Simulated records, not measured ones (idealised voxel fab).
Process module, titled voxel transistor to metal
The cross-section shown here is cut; it is 210 nm wide and divided into square cells measuring 5 nm on a side.
Square cells in a grid make up a cross-section in this document, and the grid is given as bands, listed from the top down, each one or more rows of cells.
For a band, the entry starts with two heights in nm, that of the top and then that of the bottom, and carries on with the band's materials in order from left to right, each alongside its width in nm; the word "edge to edge" beside a single material means it fills the band edge to edge, and "blank" means empty space.
A quick word on heights: they are counted from 0, and under that level the wafer as it came to us is one material throughout. The lowest band is different from the rest in having no bottom; it simply continues downward, written as in "0..down".
A two-number width, for instance "30..40", indicates that the width is equal to the first number in the top row of the band and to the second number in the bottom row, and that it changes by a constant amount per row of cells.
Reading "changes: none" for a step: not a cell of the cross-section changed in it.
In the "Completely sealed voids" entry, you get each enclosed empty space of 8 cells or more, one with no open way to the top, written width x height at distance, distance from the left edge, in nm.
Past the settings on a step's line: simulator remark, on that step.
"overlay nm" on a masked step: distance the mask lay right of its planned place, negative for left.

-- Here's what the planned process steps look like
step 1: RECEIVE [material Si]
step 2: OXIDIZE [depth nm 5]
step 3: CONFORMAL_DEP [material SiN] [thk nm 15]
step 4: PATTERN [tone cover] [mask id ACTIVE] [material resist] [width nm 115] [thk nm 15] [overlay nm 0]
step 5: DIRECTIONAL_ETCH [etch materials SiN] [depth nm 15]
step 6: DIRECTIONAL_ETCH [etch materials SiO2] [depth nm 5]
step 7: DIRECTIONAL_ETCH [etch materials Si] [depth nm 30]
step 8: STRIP [etch materials resist]
step 9: OXIDIZE [depth nm 5]
step 10: FILL_DEP [material SiO2] [thk nm 10]
step 11: CMP [height nm 15]
step 12: SELECTIVE_ETCH [etch materials SiO2] [depth nm 10]
step 13: STRIP [etch materials SiN]
step 14: SELECTIVE_ETCH [etch materials SiO2] [depth nm 5]
step 15: OXIDIZE [depth nm 5]
step 16: DIRECTIONAL_DEP [material polySi] [thk nm 20]
step 17: DIRECTIONAL_DEP [material SiCN] [thk nm 15]
step 18: DIRECTIONAL_DEP [material aC] [thk nm 10]
step 19: PATTERN [tone cover] [mask id GATE] [material resist] [width nm 25] [thk nm 25] [overlay nm 0]
step 20: DIRECTIONAL_ETCH [etch materials aC] [depth nm 10]
step 21: STRIP [etch materials resist]
step 22: DIRECTIONAL_ETCH [etch materials SiCN] [depth nm 25]
step 23: DIRECTIONAL_ETCH [etch materials polySi] [depth nm 30]
step 24: STRIP [etch materials aC]
step 25: CONFORMAL_DEP [material SiO2] [thk nm 5]
step 26: DIRECTIONAL_ETCH [etch materials SiO2] [depth nm 5]
step 27: CONFORMAL_DEP [material SiN] [thk nm 5]
step 28: DIRECTIONAL_ETCH [etch materials SiN] [depth nm 5]
step 29: DIRECTIONAL_ETCH [etch materials SiO2] [depth nm 5]
step 30: DIRECTIONAL_ETCH [etch materials Si] [depth nm 5]
step 31: EPI [material SiGe] [thk nm 10]
step 32: FILL_DEP [material SiO2] [thk nm 5]
step 33: CMP [height nm 30]
step 34: DIRECTIONAL_DEP [material SiO2] [thk nm 10]
step 35: DIRECTIONAL_DEP [material aC] [thk nm 10]
step 36: PATTERN [tone open] [mask id CONTACT] [material resist] [width nm 35] [pitch nm 70] [thk nm 30] [overlay nm 0]
step 37: DIRECTIONAL_ETCH [etch materials aC] [depth nm 10]
step 38: STRIP [etch materials resist]
step 39: DIRECTIONAL_ETCH [etch materials SiO2] [depth nm 45]
step 40: STRIP [etch materials aC]
step 41: CONFORMAL_DEP [material TiN] [thk nm 5]
step 42: FILL_DEP [material Ru] [thk nm 5]
step 43: CMP [height nm 40]
step 44: DIRECTIONAL_DEP [material TiN] [thk nm 5]
step 45: DIRECTIONAL_DEP [material W] [thk nm 15]
step 46: MASKED_ETCH [tone cover] [mask id METAL_1] [width nm 20] [pitch nm 85] [etch materials W] [depth nm 15] [overlay nm -15]
step 47: MASKED_ETCH [tone cover] [mask id METAL_1] [width nm 20] [pitch nm 85] [etch materials TiN] [depth nm 5] [overlay nm 0]
step 48: CONFORMAL_DEP [material SiN] [thk nm 5]
step 49: FILL_DEP [material SiO2] [thk nm 10]
step 50: CMP [height nm 60]
step 51: CONFORMAL_DEP [material SiCN] [thk nm 5]
step 52: DIRECTIONAL_DEP [material SiO2] [thk nm 25]
step 53: PATTERN [tone open] [mask id METAL_2] [material resist] [width nm 20] [pitch nm 85] [thk nm 20] [overlay nm 0]
step 54: DIRECTIONAL_ETCH [etch materials SiO2] [depth nm 15]
step 55: STRIP [etch materials resist]
step 56: PATTERN [tone open] [mask id METAL_2_HOLES] [material resist] [width nm 15] [pitch nm 85] [thk nm 20] [overlay nm 0]
step 57: DIRECTIONAL_ETCH [etch materials SiO2] [depth nm 10]
step 58: DIRECTIONAL_ETCH [etch materials SiCN] [depth nm 5]
step 59: STRIP [etch materials resist]
step 60: CONFORMAL_DEP [material TiN] [thk nm 5]
step 61: FILL_DEP [material Cu] [thk nm 5]
step 62: CMP [height nm 90]
step 63: CONFORMAL_DEP [material SiN] [thk nm 5]
Variable across wafers: step 46 overlay nm (plan value is that of the first wafer; starting state common to all).

-- Received wafers, first of several: cross-section after step 1
	0..down  Si edge to edge
	Completely sealed voids: none

-- first wafer at the end, after step 63
	95..90  SiN edge to edge
	90..80  50 nm SiO2, 5 nm TiN, 10 nm Cu, 5 nm TiN, 65 nm SiO2, 5 nm TiN, 10 nm Cu, 5 nm TiN, 55 nm SiO2
	80..75  50 nm SiO2, 5 nm TiN, 5 nm Cu, 10 nm TiN, 65 nm SiO2, 5 nm TiN, 5 nm Cu, 10 nm TiN, 55 nm SiO2
	75..65  50 nm SiO2, 5 nm TiN, 5 nm Cu, 5 nm TiN, 70 nm SiO2, 5 nm TiN, 5 nm Cu, 5 nm TiN, 60 nm SiO2
	65..60  50 nm SiCN, 15 nm TiN, 70 nm SiCN, 15 nm TiN, 60 nm SiCN
	60..50  30 nm SiO2, 5 nm SiN, 20 nm W, 5 nm SiN, 55 nm SiO2, 5 nm SiN, 20 nm W, 5 nm SiN, 65 nm SiO2
	50..45  30 nm SiO2, 5 nm SiN, 20 nm W, 20 nm SiN, 40 nm SiO2, 5 nm SiN, 20 nm W, 20 nm SiN, 50 nm SiO2
	45..40  35 nm SiN, 35 nm TiN, 50 nm SiN, 35 nm TiN, 55 nm SiN
	40..30  50 nm SiO2, 5 nm TiN, 25..20 nm Ru, 5..10 nm TiN, 35 nm SiO2, 5..10 nm TiN, 25..20 nm Ru, 5 nm TiN, 55 nm SiO2
	30..15  50 nm SiO2, 5 nm TiN, 20 nm Ru, 5 nm TiN, 5 nm SiN, 5 nm SiO2, 25 nm SiCN, 5 nm SiO2, 5 nm SiN, 5 nm TiN, 20 nm Ru, 5 nm TiN, 55 nm SiO2
	15..5  50 nm SiO2, 5 nm TiN, 20 nm Ru, 5 nm TiN, 5 nm SiN, 5 nm SiO2, 25 nm polySi, 5 nm SiO2, 5 nm SiN, 5 nm TiN, 20 nm Ru, 5 nm TiN, 55 nm SiO2
	5..0  50 nm SiO2, 5 nm TiN, 10 nm Ru, 15 nm TiN, 5 nm SiN, 5 nm SiO2, 25 nm polySi, 5 nm SiO2, 5 nm SiN, 15 nm TiN, 10 nm Ru, 5 nm TiN, 55 nm SiO2
	0..-5  45 nm SiO2, 5 nm SiN, 20 nm TiN, 10 nm SiGe, 5 nm SiN, 5 nm SiO2, 25 nm polySi, 5 nm SiO2, 5 nm SiN, 10 nm SiGe, 20 nm TiN, 5 nm SiN, 50 nm SiO2
	-5..-10  50 nm SiO2, 30 nm SiGe, 45 nm SiO2, 30 nm SiGe, 55 nm SiO2
	-10..-15  50 nm SiO2, 30 nm SiGe, 45 nm Si, 30 nm SiGe, 55 nm SiO2
	-15..-40  50 nm SiO2, 105 nm Si, 55 nm SiO2
	-40..down  Si edge to edge
	Completely sealed voids: none

-- Last wafer of the set, cross-sectioned at end of module
	95..90  SiN edge to edge
	90..80  50 nm SiO2, 5 nm TiN, 10 nm Cu, 5 nm TiN, 65 nm SiO2, 5 nm TiN, 10 nm Cu, 5 nm TiN, 55 nm SiO2
	80..75  50 nm SiO2, 5 nm TiN, 5 nm Cu, 10 nm TiN, 65 nm SiO2, 5 nm TiN, 5 nm Cu, 10 nm TiN, 55 nm SiO2
	75..65  50 nm SiO2, 5 nm TiN, 5 nm Cu, 5 nm TiN, 70 nm SiO2, 5 nm TiN, 5 nm Cu, 5 nm TiN, 60 nm SiO2
	65..60  50 nm SiCN, 15 nm TiN, 70 nm SiCN, 15 nm TiN, 60 nm SiCN
	60..50  60 nm SiO2, 5 nm SiN, 20 nm W, 5 nm SiN, 55 nm SiO2, 5 nm SiN, 20 nm W, 5 nm SiN, 35 nm SiO2
	50..45  45 nm SiO2, 20 nm SiN, 20 nm W, 5 nm SiN, 40 nm SiO2, 20 nm SiN, 20 nm W, 5 nm SiN, 35 nm SiO2
	45..40  50 nm SiN, 35 nm TiN, 50 nm SiN, 35 nm TiN, 40 nm SiN
	40..30  50 nm SiO2, 5 nm TiN, 25..20 nm Ru, 5..10 nm TiN, 35 nm SiO2, 5..10 nm TiN, 25..20 nm Ru, 5 nm TiN, 55 nm SiO2
	30..15  50 nm SiO2, 5 nm TiN, 20 nm Ru, 5 nm TiN, 5 nm SiN, 5 nm SiO2, 25 nm SiCN, 5 nm SiO2, 5 nm SiN, 5 nm TiN, 20 nm Ru, 5 nm TiN, 55 nm SiO2
	15..5  50 nm SiO2, 5 nm TiN, 20 nm Ru, 5 nm TiN, 5 nm SiN, 5 nm SiO2, 25 nm polySi, 5 nm SiO2, 5 nm SiN, 5 nm TiN, 20 nm Ru, 5 nm TiN, 55 nm SiO2
	5..0  50 nm SiO2, 5 nm TiN, 10 nm Ru, 15 nm TiN, 5 nm SiN, 5 nm SiO2, 25 nm polySi, 5 nm SiO2, 5 nm SiN, 15 nm TiN, 10 nm Ru, 5 nm TiN, 55 nm SiO2
	0..-5  45 nm SiO2, 5 nm SiN, 20 nm TiN, 10 nm SiGe, 5 nm SiN, 5 nm SiO2, 25 nm polySi, 5 nm SiO2, 5 nm SiN, 10 nm SiGe, 20 nm TiN, 5 nm SiN, 50 nm SiO2
	-5..-10  50 nm SiO2, 30 nm SiGe, 45 nm SiO2, 30 nm SiGe, 55 nm SiO2
	-10..-15  50 nm SiO2, 30 nm SiGe, 45 nm Si, 30 nm SiGe, 55 nm SiO2
	-15..-40  50 nm SiO2, 105 nm Si, 55 nm SiO2
	-40..down  Si edge to edge
	Completely sealed voids: none

-- wafer rows; end of module; cells per material since receipt: (+) gained, (-) lost; then closed voids
overlay nm -15, +14 Cu, +62 Ru, -222 Si, +51 SiCN, +28 SiGe, +104 SiN, +629 SiO2, +88 TiN, +24 W, +20 polySi, Completely sealed voids: none
overlay nm -10, +14 Cu, +62 Ru, -222 Si, +51 SiCN, +28 SiGe, +104 SiN, +631 SiO2, +86 TiN, +24 W, +20 polySi, Completely sealed voids: none
overlay nm -5, +14 Cu, +62 Ru, -222 Si, +51 SiCN, +28 SiGe, +104 SiN, +633 SiO2, +84 TiN, +24 W, +20 polySi, Completely sealed voids: none
overlay nm 0, +14 Cu, +62 Ru, -222 Si, +51 SiCN, +28 SiGe, +104 SiN, +635 SiO2, +82 TiN, +24 W, +20 polySi, Completely sealed voids: none
overlay nm 5, +14 Cu, +62 Ru, -222 Si, +51 SiCN, +28 SiGe, +104 SiN, +633 SiO2, +84 TiN, +24 W, +20 polySi, Completely sealed voids: none
overlay nm 10, +14 Cu, +62 Ru, -222 Si, +51 SiCN, +28 SiGe, +104 SiN, +631 SiO2, +86 TiN, +24 W, +20 polySi, Completely sealed voids: none
overlay nm 15, +14 Cu, +62 Ru, -222 Si, +51 SiCN, +28 SiGe, +104 SiN, +629 SiO2, +88 TiN, +24 W, +20 polySi, Completely sealed voids: none
